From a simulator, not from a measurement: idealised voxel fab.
process module | voxel wiring stack
cross-section cut | 185 nm wide | cells 5 nm
A cross-section is a grid of square cells, given in bands from the top down. A band is one or more rows of cells.
Each band's line starts with the height of the band's top and of its bottom, in nm. Then come its materials from left to right, each with its width in nm. One material with "throughout" fills the band from edge to edge. "air" is empty space.
Height 0 is the level under which the wafer as received is all one material. The lowest band goes on downwards, as in "0 down".
A width such as "30 to 40" changes by the same amount from each row of cells to the next, from the band's top row to its bottom row.
"no change" after a step means that no cell of the cross-section changed.
closed voids: empty space of 8 cells or more with no open way to the top, each as width x height at its distance from the left edge, in nm
after a step's settings: what the simulator itself notes on the step
overlay nm, on a step with a mask: how far to the right of its planned place the mask lay; to the left if negative
plan
1 op RECEIVE | material Si
2 op CONFORMAL_DEP | material SiO2 | thk nm 15
3 op DIRECTIONAL_DEP | material TiN | thk nm 5
4 op DIRECTIONAL_DEP | material Ru | thk nm 25
5 op PATTERN | tone cover | mask id METAL_1 | material resist | width nm 30 | pitch nm 45 | thk nm 15 | overlay nm 0
6 op DIRECTIONAL_ETCH | etch materials Ru | depth nm 25
7 op DIRECTIONAL_ETCH | etch materials TiN | depth nm 5
8 op STRIP | etch materials resist
9 op CONFORMAL_DEP | material SiCN | thk nm 5
10 op FILL_DEP | material SiO2 | thk nm 5
11 op CMP | height nm 45
12 op CONFORMAL_DEP | material SiCN | thk nm 5
13 op DIRECTIONAL_DEP | material lowk | thk nm 10
14 op DIRECTIONAL_DEP | material aC | thk nm 15
15 op PATTERN | tone open | mask id PLUG_1 | material resist | width nm 15 | pitch nm 90 | thk nm 30 | overlay nm 0
16 op DIRECTIONAL_ETCH | etch materials aC | depth nm 15
17 op STRIP | etch materials resist
18 op DIRECTIONAL_ETCH | etch materials lowk | depth nm 10
19 op DIRECTIONAL_ETCH | etch materials SiCN | depth nm 5
20 op STRIP | etch materials aC
21 op EPI | material Ru | thk nm 10
22 op EPI | material Ru | thk nm 5
23 op CONFORMAL_DEP | material SiN | thk nm 5
24 op DIRECTIONAL_DEP | material lowk | thk nm 25
25 op MASKED_ETCH | tone open | mask id METAL_2 | width nm 30 | pitch nm 45 | etch materials lowk | depth nm 25 | overlay nm 0
26 op MASKED_ETCH | tone open | mask id METAL_2 | width nm 30 | pitch nm 45 | etch materials SiN | depth nm 5 | overlay nm 0
27 op CONFORMAL_DEP | material TiN | thk nm 5
28 op FILL_DEP | material Cu | thk nm 5
29 op CMP | height nm 90
30 op EPI | material Ru | thk nm 5
31 op FILL_DEP | material SiCN | thk nm 5
32 op DIRECTIONAL_DEP | material lowk | thk nm 25
33 op DIRECTIONAL_DEP | material aC | thk nm 15
34 op PATTERN | tone open | mask id METAL_3_HOLES | material resist | width nm 15 | pitch nm 45 | thk nm 35 | overlay nm 0
35 op DIRECTIONAL_ETCH | etch materials aC | depth nm 15
36 op STRIP | etch materials resist
37 op DIRECTIONAL_ETCH | etch materials lowk | depth nm 25
38 op STRIP | etch materials aC
39 op DIRECTIONAL_DEP | material aC | thk nm 10
40 op PATTERN | tone open | mask id METAL_3 | material resist | width nm 30 | pitch nm 45 | thk nm 30 | overlay nm 0
41 op DIRECTIONAL_ETCH | etch materials aC | depth nm 10
42 op STRIP | etch materials resist
43 op DIRECTIONAL_ETCH | etch materials lowk | depth nm 15
44 op DIRECTIONAL_ETCH | etch materials SiCN | depth nm 5
45 op STRIP | etch materials aC
46 op CONFORMAL_DEP | material TiN | thk nm 5
47 op FILL_DEP | material Cu | thk nm 10
48 op CMP | height nm 125
49 op CONFORMAL_DEP | material SiN | thk nm 5
first wafer, as planned
as received, after step 1
  0 down: Si throughout
  closed voids: none
after step 2
  15 to 0: SiO2 throughout
  below 0: unchanged
after step 3
  20 to 15: TiN throughout
  below 15: unchanged
after step 4
  45 to 20: Ru throughout
  below 20: unchanged
after step 5
  60 to 45: air 30 | resist 30 | air 15 | resist 30 | air 15 | resist 30 | air 35
  below 45: unchanged
after step 6
  60 to 45: air 30 | resist 30 | air 15 | resist 30 | air 15 | resist 30 | air 35
  45 to 20: air 30 | Ru 30 | air 15 | Ru 30 | air 15 | Ru 30 | air 35
  below 20: unchanged
after step 7
  60 to 45: air 30 | resist 30 | air 15 | resist 30 | air 15 | resist 30 | air 35
  45 to 20: air 30 | Ru 30 | air 15 | Ru 30 | air 15 | Ru 30 | air 35
  20 to 15: air 30 | TiN 30 | air 15 | TiN 30 | air 15 | TiN 30 | air 35
  below 15: unchanged
after step 8
  45 to 20: air 30 | Ru 30 | air 15 | Ru 30 | air 15 | Ru 30 | air 35
  below 20: unchanged
after step 9
  50 to 45: air 25 | SiCN 40 | air 5 | SiCN 40 | air 5 | SiCN 40 | air 30
  45 to 20: air 25 | SiCN 5 | Ru 30 | SiCN 5 | air 5 | SiCN 5 | Ru 30 | SiCN 5 | air 5 | SiCN 5 | Ru 30 | SiCN 5 | air 30
  20 to 15: SiCN 30 | TiN 30 | SiCN 15 | TiN 30 | SiCN 15 | TiN 30 | SiCN 35
  below 15: unchanged
after step 10
  55 to 50: SiO2 throughout
  50 to 45: SiO2 25 | SiCN 40 | SiO2 5 | SiCN 40 | SiO2 5 | SiCN 40 | SiO2 30
  45 to 20: SiO2 25 | SiCN 5 | Ru 30 | SiCN 5 | SiO2 5 | SiCN 5 | Ru 30 | SiCN 5 | SiO2 5 | SiCN 5 | Ru 30 | SiCN 5 | SiO2 30
  below 20: unchanged
after step 11
  45 to 20: SiO2 25 | SiCN 5 | Ru 30 | SiCN 5 | SiO2 5 | SiCN 5 | Ru 30 | SiCN 5 | SiO2 5 | SiCN 5 | Ru 30 | SiCN 5 | SiO2 30
  below 20: unchanged
after step 12
  50 to 45: SiCN throughout
  below 45: unchanged
after step 13
  60 to 50: lowk throughout
  below 50: unchanged
after step 14
  75 to 60: aC throughout
  below 60: unchanged
after step 15
  105 to 75: resist 30 | air 15 | resist 75 | air 15 | resist 50
  below 75: unchanged
after step 16
  90 to 75: resist 30 | air 15 | resist 75 | air 15 | resist 50
  75 to 60: aC 30 | air 15 | aC 75 | air 15 | aC 50
  below 60: unchanged
after step 17
  75 to 60: aC 30 | air 15 | aC 75 | air 15 | aC 50
  below 60: unchanged
after step 18
  75 to 60: aC 30 | air 15 | aC 75 | air 15 | aC 50
  60 to 50: lowk 30 | air 15 | lowk 75 | air 15 | lowk 50
  below 50: unchanged
after step 19
  75 to 60: aC 30 | air 15 | aC 75 | air 15 | aC 50
  60 to 50: lowk 30 | air 15 | lowk 75 | air 15 | lowk 50
  50 to 45: SiCN 30 | air 15 | SiCN 75 | air 15 | SiCN 50
  below 45: unchanged
after step 20
  60 to 50: lowk 30 | air 15 | lowk 75 | air 15 | lowk 50
  below 50: unchanged
after step 21
  60 to 55: lowk 30 | air 15 | lowk 75 | air 15 | lowk 50
  55 to 50: lowk 30 | Ru 15 | lowk 75 | Ru 15 | lowk 50
  50 to 45: SiCN 30 | Ru 15 | SiCN 75 | Ru 15 | SiCN 50
  below 45: unchanged
after step 22
  60 to 50: lowk 30 | Ru 15 | lowk 75 | Ru 15 | lowk 50
  below 50: unchanged
after step 23
  65 to 60: SiN throughout
  below 60: unchanged
after step 24
  90 to 65: lowk throughout
  below 65: unchanged
after step 25
  90 to 65: lowk 30 | air 30 | lowk 15 | air 30 | lowk 15 | air 30 | lowk 35
  below 65: unchanged
after step 26
  90 to 65: lowk 30 | air 30 | lowk 15 | air 30 | lowk 15 | air 30 | lowk 35
  65 to 60: SiN 30 | air 30 | SiN 15 | air 30 | SiN 15 | air 30 | SiN 35
  below 60: unchanged
after step 27
  95 to 90: TiN 35 | air 20 | TiN 25 | air 20 | TiN 25 | air 20 | TiN 40
  90 to 65: lowk 30 | TiN 5 | air 20 | TiN 5 | lowk 15 | TiN 5 | air 20 | TiN 5 | lowk 15 | TiN 5 | air 20 | TiN 5 | lowk 35
  65 to 60: SiN 30 | TiN 30 | SiN 15 | TiN 30 | SiN 15 | TiN 30 | SiN 35
  below 60: unchanged
after step 28
  100 to 95: Cu throughout
  95 to 90: TiN 35 | Cu 20 | TiN 25 | Cu 20 | TiN 25 | Cu 20 | TiN 40
  90 to 65: lowk 30 | TiN 5 | Cu 20 | TiN 5 | lowk 15 | TiN 5 | Cu 20 | TiN 5 | lowk 15 | TiN 5 | Cu 20 | TiN 5 | lowk 35
  below 65: unchanged
after step 29
  90 to 65: lowk 30 | TiN 5 | Cu 20 | TiN 5 | lowk 15 | TiN 5 | Cu 20 | TiN 5 | lowk 15 | TiN 5 | Cu 20 | TiN 5 | lowk 35
  below 65: unchanged
after step 30
  95 to 90: air 25 | Ru 40 | air 5 | Ru 40 | air 5 | Ru 40 | air 30
  below 90: unchanged
after step 31
  100 to 95: SiCN throughout
  95 to 90: SiCN 25 | Ru 40 | SiCN 5 | Ru 40 | SiCN 5 | Ru 40 | SiCN 30
  below 90: unchanged
after step 32
  125 to 100: lowk throughout
  below 100: unchanged
after step 33
  140 to 125: aC throughout
  below 125: unchanged
after step 34
  175 to 140: resist 30 | air 15 | resist 30 | air 15 | resist 30 | air 15 | resist 50
  below 140: unchanged
after step 35
  160 to 140: resist 30 | air 15 | resist 30 | air 15 | resist 30 | air 15 | resist 50
  140 to 125: aC 30 | air 15 | aC 30 | air 15 | aC 30 | air 15 | aC 50
  below 125: unchanged
after step 36
  140 to 125: aC 30 | air 15 | aC 30 | air 15 | aC 30 | air 15 | aC 50
  below 125: unchanged
after step 37
  140 to 125: aC 30 | air 15 | aC 30 | air 15 | aC 30 | air 15 | aC 50
  125 to 100: lowk 30 | air 15 | lowk 30 | air 15 | lowk 30 | air 15 | lowk 50
  below 100: unchanged
after step 38
  125 to 100: lowk 30 | air 15 | lowk 30 | air 15 | lowk 30 | air 15 | lowk 50
  below 100: unchanged
after step 39
  135 to 125: aC 30 | air 15 | aC 30 | air 15 | aC 30 | air 15 | aC 50
  125 to 110: lowk 30 | air 15 | lowk 30 | air 15 | lowk 30 | air 15 | lowk 50
  110 to 100: lowk 30 | aC 15 | lowk 30 | aC 15 | lowk 30 | aC 15 | lowk 50
  below 100: unchanged
after step 40
  165 to 135: resist 30 | air 30 | resist 15 | air 30 | resist 15 | air 30 | resist 35
  below 135: unchanged
after step 41
  155 to 135: resist 30 | air 30 | resist 15 | air 30 | resist 15 | air 30 | resist 35
  135 to 125: aC 30 | air 30 | aC 15 | air 30 | aC 15 | air 30 | aC 35
  125 to 100: lowk 30 | air 15 | lowk 30 | air 15 | lowk 30 | air 15 | lowk 50
  below 100: unchanged
after step 42
  135 to 125: aC 30 | air 30 | aC 15 | air 30 | aC 15 | air 30 | aC 35
  below 125: unchanged
after step 43
  135 to 125: aC 30 | air 30 | aC 15 | air 30 | aC 15 | air 30 | aC 35
  125 to 110: lowk 30 | air 30 | lowk 15 | air 30 | lowk 15 | air 30 | lowk 35
  below 110: unchanged
after step 44
  135 to 125: aC 30 | air 30 | aC 15 | air 30 | aC 15 | air 30 | aC 35
  125 to 110: lowk 30 | air 30 | lowk 15 | air 30 | lowk 15 | air 30 | lowk 35
  110 to 100: lowk 30 | air 15 | lowk 30 | air 15 | lowk 30 | air 15 | lowk 50
  100 to 95: SiCN 30 | air 15 | SiCN 30 | air 15 | SiCN 30 | air 15 | SiCN 50
  below 95: unchanged
after step 45
  125 to 110: lowk 30 | air 30 | lowk 15 | air 30 | lowk 15 | air 30 | lowk 35
  below 110: unchanged
after step 46
  130 to 125: TiN 35 | air 20 | TiN 25 | air 20 | TiN 25 | air 20 | TiN 40
  125 to 115: lowk 30 | TiN 5 | air 20 | TiN 5 | lowk 15 | TiN 5 | air 20 | TiN 5 | lowk 15 | TiN 5 | air 20 | TiN 5 | lowk 35
  115 to 110: lowk 30 | TiN 5 | air 5 | TiN 20 | lowk 15 | TiN 5 | air 5 | TiN 20 | lowk 15 | TiN 5 | air 5 | TiN 20 | lowk 35
  110 to 100: lowk 30 | TiN 5 | air 5 | TiN 5 | lowk 30 | TiN 5 | air 5 | TiN 5 | lowk 30 | TiN 5 | air 5 | TiN 5 | lowk 50
  100 to 95: SiCN 30 | TiN 15 | SiCN 30 | TiN 15 | SiCN 30 | TiN 15 | SiCN 50
  below 95: unchanged
after step 47
  140 to 130: Cu throughout
  130 to 125: TiN 35 | Cu 20 | TiN 25 | Cu 20 | TiN 25 | Cu 20 | TiN 40
  125 to 115: lowk 30 | TiN 5 | Cu 20 | TiN 5 | lowk 15 | TiN 5 | Cu 20 | TiN 5 | lowk 15 | TiN 5 | Cu 20 | TiN 5 | lowk 35
  115 to 110: lowk 30 | TiN 5 | Cu 5 | TiN 20 | lowk 15 | TiN 5 | Cu 5 | TiN 20 | lowk 15 | TiN 5 | Cu 5 | TiN 20 | lowk 35
  110 to 100: lowk 30 | TiN 5 | Cu 5 | TiN 5 | lowk 30 | TiN 5 | Cu 5 | TiN 5 | lowk 30 | TiN 5 | Cu 5 | TiN 5 | lowk 50
  below 100: unchanged
after step 48
  125 to 115: lowk 30 | TiN 5 | Cu 20 | TiN 5 | lowk 15 | TiN 5 | Cu 20 | TiN 5 | lowk 15 | TiN 5 | Cu 20 | TiN 5 | lowk 35
  below 115: unchanged
after step 49
  130 to 125: SiN throughout
  below 125: unchanged
second wafer: like start, like plan, one mistake. Through step 2 it matches the first wafer
when step 3 should have ended: no change
when step 4 should have ended
  40 to 15: Ru throughout
  below 15: unchanged
when step 5 should have ended
  55 to 40: air 30 | resist 30 | air 15 | resist 30 | air 15 | resist 30 | air 35
  below 40: unchanged
when step 6 should have ended
  55 to 40: air 30 | resist 30 | air 15 | resist 30 | air 15 | resist 30 | air 35
  40 to 15: air 30 | Ru 30 | air 15 | Ru 30 | air 15 | Ru 30 | air 35
  below 15: unchanged
when step 7 should have ended: no change
when step 8 should have ended
  40 to 15: air 30 | Ru 30 | air 15 | Ru 30 | air 15 | Ru 30 | air 35
  below 15: unchanged
when step 9 should have ended
  45 to 40: air 25 | SiCN 40 | air 5 | SiCN 40 | air 5 | SiCN 40 | air 30
  40 to 20: air 25 | SiCN 5 | Ru 30 | SiCN 5 | air 5 | SiCN 5 | Ru 30 | SiCN 5 | air 5 | SiCN 5 | Ru 30 | SiCN 5 | air 30
  20 to 15: SiCN 30 | Ru 30 | SiCN 15 | Ru 30 | SiCN 15 | Ru 30 | SiCN 35
  below 15: unchanged
when step 10 should have ended
  50 to 45: SiO2 throughout
  45 to 40: SiO2 25 | SiCN 40 | SiO2 5 | SiCN 40 | SiO2 5 | SiCN 40 | SiO2 30
  40 to 20: SiO2 25 | SiCN 5 | Ru 30 | SiCN 5 | SiO2 5 | SiCN 5 | Ru 30 | SiCN 5 | SiO2 5 | SiCN 5 | Ru 30 | SiCN 5 | SiO2 30
  below 20: unchanged
when step 11 should have ended
  45 to 40: SiO2 25 | SiCN 40 | SiO2 5 | SiCN 40 | SiO2 5 | SiCN 40 | SiO2 30
  below 40: unchanged
when step 12 should have ended
  50 to 45: SiCN throughout
  below 45: unchanged
when step 13 should have ended
  60 to 50: lowk throughout
  below 50: unchanged
when step 14 should have ended
  75 to 60: aC throughout
  below 60: unchanged
when step 15 should have ended
  105 to 75: resist 30 | air 15 | resist 75 | air 15 | resist 50
  below 75: unchanged
when step 16 should have ended
  90 to 75: resist 30 | air 15 | resist 75 | air 15 | resist 50
  75 to 60: aC 30 | air 15 | aC 75 | air 15 | aC 50
  below 60: unchanged
when step 17 should have ended
  75 to 60: aC 30 | air 15 | aC 75 | air 15 | aC 50
  below 60: unchanged
when step 18 should have ended
  75 to 60: aC 30 | air 15 | aC 75 | air 15 | aC 50
  60 to 50: lowk 30 | air 15 | lowk 75 | air 15 | lowk 50
  below 50: unchanged
when step 19 should have ended
  75 to 60: aC 30 | air 15 | aC 75 | air 15 | aC 50
  60 to 50: lowk 30 | air 15 | lowk 75 | air 15 | lowk 50
  50 to 45: SiCN 30 | air 15 | SiCN 75 | air 15 | SiCN 50
  below 45: unchanged
when step 20 should have ended
  60 to 50: lowk 30 | air 15 | lowk 75 | air 15 | lowk 50
  below 50: unchanged
when step 21 should have ended: no change
when step 22 should have ended: no change
when step 23 should have ended
  65 to 60: SiN 35 | air 5 | SiN 85 | air 5 | SiN 55
  60 to 50: lowk 30 | SiN 5 | air 5 | SiN 5 | lowk 75 | SiN 5 | air 5 | SiN 5 | lowk 50
  50 to 45: SiCN 30 | SiN 15 | SiCN 75 | SiN 15 | SiCN 50
  below 45: unchanged
when step 24 should have ended
  90 to 75: lowk 35 | air 5 | lowk 85 | air 5 | lowk 55
  75 to 65: lowk throughout
  65 to 60: SiN 35 | lowk 5 | SiN 85 | lowk 5 | SiN 55
  60 to 50: lowk 30 | SiN 5 | lowk 5 | SiN 5 | lowk 75 | SiN 5 | lowk 5 | SiN 5 | lowk 50
  below 50: unchanged
when step 25 should have ended
  90 to 65: lowk 30 | air 30 | lowk 15 | air 30 | lowk 15 | air 30 | lowk 35
  65 to 60: SiN 35 | air 5 | SiN 85 | air 5 | SiN 55
  60 to 50: lowk 30 | SiN 5 | air 5 | SiN 5 | lowk 75 | SiN 5 | air 5 | SiN 5 | lowk 50
  below 50: unchanged
when step 26 should have ended
  90 to 65: lowk 30 | air 30 | lowk 15 | air 30 | lowk 15 | air 30 | lowk 35
  65 to 60: SiN 30 | air 30 | SiN 15 | air 30 | SiN 15 | air 30 | SiN 35
  60 to 50: lowk 30 | SiN 5 | air 5 | SiN 5 | lowk 75 | SiN 5 | air 5 | SiN 5 | lowk 50
  50 to 45: SiCN 30 | SiN 5 | air 5 | SiN 5 | SiCN 75 | SiN 5 | air 5 | SiN 5 | SiCN 50
  below 45: unchanged
when step 27 should have ended
  95 to 90: TiN 35 | air 20 | TiN 25 | air 20 | TiN 25 | air 20 | TiN 40
  90 to 65: lowk 30 | TiN 5 | air 20 | TiN 5 | lowk 15 | TiN 5 | air 20 | TiN 5 | lowk 15 | TiN 5 | air 20 | TiN 5 | lowk 35
  65 to 60: SiN 30 | TiN 30 | SiN 15 | TiN 30 | SiN 15 | TiN 30 | SiN 35
  60 to 50: lowk 30 | SiN 5 | TiN 5 | SiN 5 | lowk 75 | SiN 5 | TiN 5 | SiN 5 | lowk 50
  50 to 45: SiCN 30 | SiN 5 | TiN 5 | SiN 5 | SiCN 75 | SiN 5 | TiN 5 | SiN 5 | SiCN 50
  below 45: unchanged
when step 28 should have ended
  100 to 95: Cu throughout
  95 to 90: TiN 35 | Cu 20 | TiN 25 | Cu 20 | TiN 25 | Cu 20 | TiN 40
  90 to 65: lowk 30 | TiN 5 | Cu 20 | TiN 5 | lowk 15 | TiN 5 | Cu 20 | TiN 5 | lowk 15 | TiN 5 | Cu 20 | TiN 5 | lowk 35
  below 65: unchanged
when step 29 should have ended
  90 to 65: lowk 30 | TiN 5 | Cu 20 | TiN 5 | lowk 15 | TiN 5 | Cu 20 | TiN 5 | lowk 15 | TiN 5 | Cu 20 | TiN 5 | lowk 35
  below 65: unchanged
when step 30 should have ended
  95 to 90: air 25 | Ru 40 | air 5 | Ru 40 | air 5 | Ru 40 | air 30
  below 90: unchanged
when step 31 should have ended
  100 to 95: SiCN throughout
  95 to 90: SiCN 25 | Ru 40 | SiCN 5 | Ru 40 | SiCN 5 | Ru 40 | SiCN 30
  below 90: unchanged
when step 32 should have ended
  125 to 100: lowk throughout
  below 100: unchanged
when step 33 should have ended
  140 to 125: aC throughout
  below 125: unchanged
when step 34 should have ended
  175 to 140: resist 30 | air 15 | resist 30 | air 15 | resist 30 | air 15 | resist 50
  below 140: unchanged
when step 35 should have ended
  160 to 140: resist 30 | air 15 | resist 30 | air 15 | resist 30 | air 15 | resist 50
  140 to 125: aC 30 | air 15 | aC 30 | air 15 | aC 30 | air 15 | aC 50
  below 125: unchanged
when step 36 should have ended
  140 to 125: aC 30 | air 15 | aC 30 | air 15 | aC 30 | air 15 | aC 50
  below 125: unchanged
when step 37 should have ended
  140 to 125: aC 30 | air 15 | aC 30 | air 15 | aC 30 | air 15 | aC 50
  125 to 100: lowk 30 | air 15 | lowk 30 | air 15 | lowk 30 | air 15 | lowk 50
  below 100: unchanged
when step 38 should have ended
  125 to 100: lowk 30 | air 15 | lowk 30 | air 15 | lowk 30 | air 15 | lowk 50
  below 100: unchanged
when step 39 should have ended
  135 to 125: aC 30 | air 15 | aC 30 | air 15 | aC 30 | air 15 | aC 50
  125 to 110: lowk 30 | air 15 | lowk 30 | air 15 | lowk 30 | air 15 | lowk 50
  110 to 100: lowk 30 | aC 15 | lowk 30 | aC 15 | lowk 30 | aC 15 | lowk 50
  below 100: unchanged
when step 40 should have ended
  165 to 135: resist 30 | air 30 | resist 15 | air 30 | resist 15 | air 30 | resist 35
  below 135: unchanged
when step 41 should have ended
  155 to 135: resist 30 | air 30 | resist 15 | air 30 | resist 15 | air 30 | resist 35
  135 to 125: aC 30 | air 30 | aC 15 | air 30 | aC 15 | air 30 | aC 35
  125 to 100: lowk 30 | air 15 | lowk 30 | air 15 | lowk 30 | air 15 | lowk 50
  below 100: unchanged
when step 42 should have ended
  135 to 125: aC 30 | air 30 | aC 15 | air 30 | aC 15 | air 30 | aC 35
  below 125: unchanged
when step 43 should have ended
  135 to 125: aC 30 | air 30 | aC 15 | air 30 | aC 15 | air 30 | aC 35
  125 to 110: lowk 30 | air 30 | lowk 15 | air 30 | lowk 15 | air 30 | lowk 35
  below 110: unchanged
when step 44 should have ended
  135 to 125: aC 30 | air 30 | aC 15 | air 30 | aC 15 | air 30 | aC 35
  125 to 110: lowk 30 | air 30 | lowk 15 | air 30 | lowk 15 | air 30 | lowk 35
  110 to 100: lowk 30 | air 15 | lowk 30 | air 15 | lowk 30 | air 15 | lowk 50
  100 to 95: SiCN 30 | air 15 | SiCN 30 | air 15 | SiCN 30 | air 15 | SiCN 50
  below 95: unchanged
when step 45 should have ended
  125 to 110: lowk 30 | air 30 | lowk 15 | air 30 | lowk 15 | air 30 | lowk 35
  below 110: unchanged
when step 46 should have ended
  130 to 125: TiN 35 | air 20 | TiN 25 | air 20 | TiN 25 | air 20 | TiN 40
  125 to 115: lowk 30 | TiN 5 | air 20 | TiN 5 | lowk 15 | TiN 5 | air 20 | TiN 5 | lowk 15 | TiN 5 | air 20 | TiN 5 | lowk 35
  115 to 110: lowk 30 | TiN 5 | air 5 | TiN 20 | lowk 15 | TiN 5 | air 5 | TiN 20 | lowk 15 | TiN 5 | air 5 | TiN 20 | lowk 35
  110 to 100: lowk 30 | TiN 5 | air 5 | TiN 5 | lowk 30 | TiN 5 | air 5 | TiN 5 | lowk 30 | TiN 5 | air 5 | TiN 5 | lowk 50
  100 to 95: SiCN 30 | TiN 15 | SiCN 30 | TiN 15 | SiCN 30 | TiN 15 | SiCN 50
  below 95: unchanged
when step 47 should have ended
  140 to 130: Cu throughout
  130 to 125: TiN 35 | Cu 20 | TiN 25 | Cu 20 | TiN 25 | Cu 20 | TiN 40
  125 to 115: lowk 30 | TiN 5 | Cu 20 | TiN 5 | lowk 15 | TiN 5 | Cu 20 | TiN 5 | lowk 15 | TiN 5 | Cu 20 | TiN 5 | lowk 35
  115 to 110: lowk 30 | TiN 5 | Cu 5 | TiN 20 | lowk 15 | TiN 5 | Cu 5 | TiN 20 | lowk 15 | TiN 5 | Cu 5 | TiN 20 | lowk 35
  110 to 100: lowk 30 | TiN 5 | Cu 5 | TiN 5 | lowk 30 | TiN 5 | Cu 5 | TiN 5 | lowk 30 | TiN 5 | Cu 5 | TiN 5 | lowk 50
  below 100: unchanged
when step 48 should have ended
  125 to 115: lowk 30 | TiN 5 | Cu 20 | TiN 5 | lowk 15 | TiN 5 | Cu 20 | TiN 5 | lowk 15 | TiN 5 | Cu 20 | TiN 5 | lowk 35
  below 115: unchanged
when step 49 should have ended
  130 to 125: SiN throughout
  below 125: unchanged
what went wrong: step 3 was left out
at the end the second wafer has, in cells: 18 fewer of Ru | 18 more of SiCN | 12 more of SiN | 12 fewer of TiN
